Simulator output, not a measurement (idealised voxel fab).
Process module heading - voxel self aligned vias
The width of the displayed cross-section, cut, is 205 nm; its cells are square, with a size of 5 nm.
Square cells in a grid make up a cross-section in this document, and the grid is given as bands, listed from the top down, each one or more rows of cells.
Basically the band line says how high the top is and how high the bottom is, in nm, and then what's in it from left to right, every material with its width in nm. Empty space shows up as "air", and if a single material carries "all across" it runs the full band edge to edge.
Heads up on the height convention: 0 is the point under which the incoming wafer is all one material, and the lowest band has no bottom, it just keeps going down, like "0 -> down".
Top row gets the first number, bottom row gets the second, and each row in between changes by the same step: that is how a band width like "30->40" works.
Where the words "all unchanged" appear for a step, the cross-section shows no cell changed by that step; every cell remained as before.
"Enclosed void list" - sealed voids, min. 8 cells, no opening to top; format: width x height at distance (distance from left edge; nm throughout).
Heads up: the bit after the settings on a step's line is the simulator's remark on that step.
The line of a step may include "overlay nm". On a step with a mask, this value is how far to the right of its planned place the mask lay. A negative value means the mask lay to the left.
**These are the steps we planned for the process**
1 RECEIVE,material Si
2 CONFORMAL_DEP,material SiO2,thk nm 15
3 CONFORMAL_DEP,material SiCN,thk nm 5
4 DIRECTIONAL_DEP,material SiO2,thk nm 20
5 PATTERN,tone open,mask id LINES,material resist,width nm 25,pitch nm 60,thk nm 20,overlay nm 0
6 DIRECTIONAL_ETCH,etch materials SiO2,depth nm 20
7 STRIP,etch materials resist
8 CONFORMAL_DEP,material TiN,thk nm 5
9 FILL_DEP,material Ru,thk nm 5
10 CMP,height nm 40
11 SELECTIVE_ETCH,etch materials W Ru TiN,depth nm 5
12 FILL_DEP,material SiN,thk nm 5
13 CMP,height nm 40
14 DIRECTIONAL_DEP,material SiO2,thk nm 15
15 MASKED_ETCH,tone open,mask id VIAS,width nm 45,pitch nm 60,etch materials SiO2,depth nm 15,overlay nm 0
16 MASKED_ETCH,tone open,mask id VIAS,width nm 45,pitch nm 60,etch materials SiN,depth nm 5,overlay nm 0
17 CONFORMAL_DEP,material TiN,thk nm 5
18 FILL_DEP,material W,thk nm 5
19 CMP,height nm 55
20 CONFORMAL_DEP,material SiN,thk nm 5
**So this is the incoming wafer in cross-section - it's already been through step 1**
* 0 -> down = Si all across
* Enclosed void list: none
**Cross-section: first of two wafers, module finished, run according to plan**
* 60 -> 55 = SiN all across
* 55 -> 45 = 20 nm SiO2 | 5 nm TiN | 35 nm W | 5 nm TiN | 15 nm SiO2 | 5 nm TiN | 35 nm W | 5 nm TiN | 15 nm SiO2 | 5 nm TiN | 35 nm W | 5 nm TiN | 20 nm SiO2
* 45 -> 40 = 20 nm SiO2 | 15 nm TiN | 15 nm W | 15 nm TiN | 15 nm SiO2 | 15 nm TiN | 15 nm W | 15 nm TiN | 15 nm SiO2 | 15 nm TiN | 15 nm W | 15 nm TiN | 20 nm SiO2
* 40 -> 35 = 30 nm SiO2 | 25 nm TiN | 35 nm SiO2 | 25 nm TiN | 35 nm SiO2 | 25 nm TiN | 30 nm SiO2
* 35 -> 25 = 30 nm SiO2 | 5 nm TiN | 15 nm Ru | 5 nm TiN | 35 nm SiO2 | 5 nm TiN | 15 nm Ru | 5 nm TiN | 35 nm SiO2 | 5 nm TiN | 15 nm Ru | 5 nm TiN | 30 nm SiO2
* 25 -> 20 = 30 nm SiO2 | 25 nm TiN | 35 nm SiO2 | 25 nm TiN | 35 nm SiO2 | 25 nm TiN | 30 nm SiO2
* 20 -> 15 = SiCN all across
* 15 -> 0 = SiO2 all across
* 0 -> down = Si all across
* Enclosed void list: none
**This cross-section belongs to the second wafer of two at the end of the module; the start and the plan were shared with the first, and the run included one mistake**
* 60 -> 55 = SiN all across
* 55 -> 40 = 20 nm SiO2 | 5 nm TiN | 35 nm W | 5 nm TiN | 15 nm SiO2 | 5 nm TiN | 35 nm W | 5 nm TiN | 15 nm SiO2 | 5 nm TiN | 35 nm W | 5 nm TiN | 20 nm SiO2
* 40 -> 35 = 20 nm SiO2 | 45 nm TiN | 15 nm SiO2 | 45 nm TiN | 15 nm SiO2 | 45 nm TiN | 20 nm SiO2
* 35 -> 25 = 20 nm SiO2 | 15 nm TiN | 15 nm Ru | 15 nm TiN | 15 nm SiO2 | 15 nm TiN | 15 nm Ru | 15 nm TiN | 15 nm SiO2 | 15 nm TiN | 15 nm Ru | 15 nm TiN | 20 nm SiO2
* 25 -> 20 = 30 nm SiO2 | 25 nm TiN | 35 nm SiO2 | 25 nm TiN | 35 nm SiO2 | 25 nm TiN | 30 nm SiO2
* 20 -> 15 = SiCN all across
* 15 -> 0 = SiO2 all across
* 0 -> down = Si all across
* Enclosed void list: none
In executing the process, a mistake was made relative to the plan: execution of plan step 15 occurred twice
Wafer comparison, final, in cells, second relative to first, materials more or fewer: -36 SiO2 | +24 TiN | +12 W
